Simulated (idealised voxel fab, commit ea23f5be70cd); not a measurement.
Process module, titled voxel fin reveal
cross-section cut | 245 nm wide | cells 5 nm
A cross-section in this document is a grid of square cells, and it is written down as bands, the top band listed before the ones below it; a band is made up of one or more rows of cells. Band: top and bottom heights (nm) first, top before bottom; then materials from left to right, widths in nm. "full width" marks a sole material filling the band edge to edge. "air" denotes empty space. All heights in this document are referenced to 0, defined as the level beneath which the wafer, as received, consists entirely of one material. The lowest band is not bounded below; it extends indefinitely downward and is written in the form "0 -> down". Read "30 to 40" as a graded width: first number on top, second number at the bottom, same change between each pair of neighbouring rows. What does "remained the same" mean for a step? It means no cell of the cross-section changed in that step. Empty spaces counting at least 8 cells and having no open way to the top are listed in "Closed internal cavities". The notation width x height at distance is used for each, the distance being from the left edge and all three values in nm. Heads up: the bit after the settings on a step's line is the simulator's remark on that step. If you see "overlay nm" on a step's line and that step has a mask, it's telling you how far right of where it was planned the mask ended up; a negative number means it went left instead.
[The process steps that were planned are listed below]
1) RECEIVE (material Si)
2) CONFORMAL_DEP (material SiN; thk nm 5)
3) MASKED_ETCH (tone cover; mask id FINS; width nm 15; pitch nm 45; etch materials SiN; depth nm 5; overlay nm 0)
4) MASKED_ETCH (tone cover; mask id FINS; width nm 15; pitch nm 45; etch materials Si; depth nm 30; overlay nm 0)
5) OXIDIZE (depth nm 5)
6) FILL_DEP (material SiO2; thk nm 10)
7) CMP (height nm 5)
8) SELECTIVE_ETCH (etch materials SiO2; depth nm 20)
9) STRIP (etch materials SiN)
10) CONFORMAL_DEP (material HfO2; thk nm 5)
[The first of a set of two wafers, run to plan]
[As-received wafer cross-section (after step 1)]
> 0 -> down | Si full width
> Closed internal cavities: none
[Sectional view: wafer, after step 2]
> 5 -> 0 | SiN full width
> Note: structure below 0 unchanged.
[Sectional view: wafer, after step 3]
> 5 -> 0 | air: 70; SiN: 15; air: 30; SiN: 15; air: 30; SiN: 15; air: 70
> Note: structure below 0 unchanged.
[Sectional view: wafer, after step 4]
> 5 -> 0 | air: 70; SiN: 15; air: 30; SiN: 15; air: 30; SiN: 15; air: 70
> 0 -> -30 | air: 70; Si: 15; air: 30; Si: 15; air: 30; Si: 15; air: 70
> Note: structure below -30 unchanged.
[Sectional view: wafer, after step 5]
> 5 -> 0 | air: 70; SiN: 15; air: 30; SiN: 15; air: 30; SiN: 15; air: 70
> 0 -> -30 | air: 70; SiO2: 5; Si: 5; SiO2: 5; air: 30; SiO2: 5; Si: 5; SiO2: 5; air: 30; SiO2: 5; Si: 5; SiO2: 5; air: 70
> -30 -> -35 | SiO2: 75; Si: 5; SiO2: 40; Si: 5; SiO2: 40; Si: 5; SiO2: 75
> Note: structure below -35 unchanged.
[Sectional view: wafer, after step 6]
> 15 -> 5 | SiO2 full width
> 5 -> 0 | SiO2: 70; SiN: 15; SiO2: 30; SiN: 15; SiO2: 30; SiN: 15; SiO2: 70
> 0 -> -35 | SiO2: 75; Si: 5; SiO2: 40; Si: 5; SiO2: 40; Si: 5; SiO2: 75
> Note: structure below -35 unchanged.
[Sectional view: wafer, after step 7]
> 5 -> 0 | SiO2: 70; SiN: 15; SiO2: 30; SiN: 15; SiO2: 30; SiN: 15; SiO2: 70
> Note: structure below 0 unchanged.
[Sectional view: wafer, after step 8]
> 5 -> 0 | air: 70; SiN: 15; air: 30; SiN: 15; air: 30; SiN: 15; air: 70
> 0 -> -15 | air: 75; Si: 5; air: 40; Si: 5; air: 40; Si: 5; air: 75
> Note: structure below -15 unchanged.
[Sectional view: wafer, after step 9]
> 0 -> -15 | air: 75; Si: 5; air: 40; Si: 5; air: 40; Si: 5; air: 75
> Note: structure below -15 unchanged.
[Sectional view: wafer, after step 10]
> 5 -> 0 | air: 70; HfO2: 15; air: 30; HfO2: 15; air: 30; HfO2: 15; air: 70
> 0 -> -10 | air: 70; HfO2: 5; Si: 5; HfO2: 5; air: 30; HfO2: 5; Si: 5; HfO2: 5; air: 30; HfO2: 5; Si: 5; HfO2: 5; air: 70
> -10 -> -15 | HfO2: 75; Si: 5; HfO2: 40; Si: 5; HfO2: 40; Si: 5; HfO2: 75
> Note: structure below -15 unchanged.
[Wafer two: like wafer one in start and plan, but with one mistake in execution; identical up to and including step 3]
[Second wafer, sectioned view, at step 4's planned end time]
> 5 -> 0 | air: 70; SiN: 15; air: 30; SiN: 15; air: 30; SiN: 15; air: 70
> 0 -> -30 | air: 60; Si: 25; air: 20; Si: 25; air: 20; Si: 25; air: 70
> Note: structure below -30 unchanged.
[Second wafer, sectioned view, at step 5's planned end time]
> 5 -> 0 | air: 70; SiN: 15; air: 30; SiN: 15; air: 30; SiN: 15; air: 70
> 0 -> -5 | air: 60; SiO2: 15; Si: 5; SiO2: 5; air: 20; SiO2: 15; Si: 5; SiO2: 5; air: 20; SiO2: 15; Si: 5; SiO2: 5; air: 70
> -5 -> -30 | air: 60; SiO2: 5; Si: 15; SiO2: 5; air: 20; SiO2: 5; Si: 15; SiO2: 5; air: 20; SiO2: 5; Si: 15; SiO2: 5; air: 70
> -30 -> -35 | SiO2: 65; Si: 15; SiO2: 30; Si: 15; SiO2: 30; Si: 15; SiO2: 75
> Note: structure below -35 unchanged.
[Second wafer, sectioned view, at step 6's planned end time]
> 15 -> 5 | SiO2 full width
> 5 -> 0 | SiO2: 70; SiN: 15; SiO2: 30; SiN: 15; SiO2: 30; SiN: 15; SiO2: 70
> 0 -> -5 | SiO2: 75; Si: 5; SiO2: 40; Si: 5; SiO2: 40; Si: 5; SiO2: 75
> -5 -> -35 | SiO2: 65; Si: 15; SiO2: 30; Si: 15; SiO2: 30; Si: 15; SiO2: 75
> Note: structure below -35 unchanged.
[Second wafer, sectioned view, at step 7's planned end time]
> 5 -> 0 | SiO2: 70; SiN: 15; SiO2: 30; SiN: 15; SiO2: 30; SiN: 15; SiO2: 70
> Note: structure below 0 unchanged.
[Second wafer, sectioned view, at step 8's planned end time]
> 5 -> 0 | air: 70; SiN: 15; air: 30; SiN: 15; air: 30; SiN: 15; air: 70
> 0 -> -5 | air: 75; Si: 5; air: 40; Si: 5; air: 40; Si: 5; air: 75
> -5 -> -15 | air: 65; Si: 15; air: 30; Si: 15; air: 30; Si: 15; air: 75
> Note: structure below -15 unchanged.
[Second wafer, sectioned view, at step 9's planned end time]
> 0 -> -5 | air: 75; Si: 5; air: 40; Si: 5; air: 40; Si: 5; air: 75
> Note: structure below -5 unchanged.
[Second wafer, sectioned view, at step 10's planned end time]
> 5 -> 0 | air: 70; HfO2: 15; air: 30; HfO2: 15; air: 30; HfO2: 15; air: 70
> 0 -> -10 | air: 60; HfO2: 15 to 5; Si: 5 to 15; HfO2: 5; air: 20; HfO2: 15 to 5; Si: 5 to 15; HfO2: 5; air: 20; HfO2: 15 to 5; Si: 5 to 15; HfO2: 5; air: 70
> -10 -> -15 | HfO2: 65; Si: 15; HfO2: 30; Si: 15; HfO2: 30; Si: 15; HfO2: 75
> Note: structure below -15 unchanged.
Plan not followed: it should be noted that step 4 was executed with settings other than those planned, the operation and settings actually applied being MASKED_ETCH (tone cover; mask id FINS; width nm 15; pitch nm 45; etch materials Si; depth nm 30; overlay nm -10)
Counted in cells at the end, the second wafer holds more or fewer of these materials than the first: Si: 36 more; SiO2: 24 fewer
